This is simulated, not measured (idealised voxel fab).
Module name: voxel trench capacitor (process module)
235 nm wide, 5 nm square cells: that's cross-section cut.
Heads up, the way a cross-section reads in here is a grid of square cells, handed over as bands from the top down, with every band being one or more rows of cells.
Top height, bottom height, nm. Materials left to right, width each, nm. Single material + "everywhere" = fills band edge to edge. "empty" = empty.
Where do heights start? At 0: under that level the wafer as delivered is made of one material only. And the lowest band has no floor; it just carries on downward, as in "top 0, no bottom".
Quick explanation for "30..40": the width changes in equal steps down the rows of cells, from the first number in the band's top row to the second number in its bottom row.
"no modification" after a step means that no cell of the cross-section changed.
If an empty space has no open way to the top and is at least 8 cells in size, "Enclosed void inventory" lists it, written width x height at distance, where distance is measured from the left edge and every value is in nm.
after a step's settings: what the simulator itself notes on the step
On any step carrying a mask, the "overlay nm" setting, if present on the step's line, tells how far right of its planned place the mask lay; negative values point to the left.

# Process steps (planned)
step 1: RECEIVE,material Si
step 2: CONFORMAL_DEP,material SiN,thk nm 10
step 3: MASKED_ETCH,tone open,mask id TRENCH,width nm 15,pitch nm 45,etch materials SiN,depth nm 10,overlay nm 0
step 4: MASKED_ETCH,tone open,mask id TRENCH,width nm 15,pitch nm 45,etch materials Si,depth nm 25,overlay nm 0
step 5: CONFORMAL_DEP,material SiO2,thk nm 5
step 6: FILL_DEP,material polySi,thk nm 5
step 7: CMP,height nm 10

# Here's what the wafer looked like in cross-section when it arrived - that's after step 1
top 0, no bottom = Si everywhere
Enclosed void inventory: none

# Here's the cross-section of the first of our two wafers at the end of the module - it ran as planned
top 10, bottom 0 = SiN 85 nm  SiO2 5 nm  polySi 5 nm  SiO2 5 nm  SiN 30 nm  SiO2 5 nm  polySi 5 nm  SiO2 5 nm  SiN 90 nm
top 0, bottom -20 = Si 85 nm  SiO2 5 nm  polySi 5 nm  SiO2 5 nm  Si 30 nm  SiO2 5 nm  polySi 5 nm  SiO2 5 nm  Si 90 nm
top -20, bottom -25 = Si 85 nm  SiO2 15 nm  Si 30 nm  SiO2 15 nm  Si 90 nm
top -25, no bottom = Si everywhere
Enclosed void inventory: none

# Cross-section of the latter of the two wafers at module completion. It had an identical start and an identical plan to the former; in running it, one mistake was made
top 10, bottom 0 = SiN 85 nm  SiO2 5 nm  polySi 5 nm  SiO2 5 nm  SiN 30 nm  SiO2 5 nm  polySi 5 nm  SiO2 5 nm  SiN 90 nm
top 0, bottom -45 = Si 85 nm  SiO2 5 nm  polySi 5 nm  SiO2 5 nm  Si 30 nm  SiO2 5 nm  polySi 5 nm  SiO2 5 nm  Si 90 nm
top -45, bottom -50 = Si 85 nm  SiO2 15 nm  Si 30 nm  SiO2 15 nm  Si 90 nm
top -50, no bottom = Si everywhere
Enclosed void inventory: none
Processing error: in the plan, step 4 was performed twice
Count the cells at the end and the second wafer has more or fewer of some materials than the first: Si -30 | SiO2 +20 | polySi +10
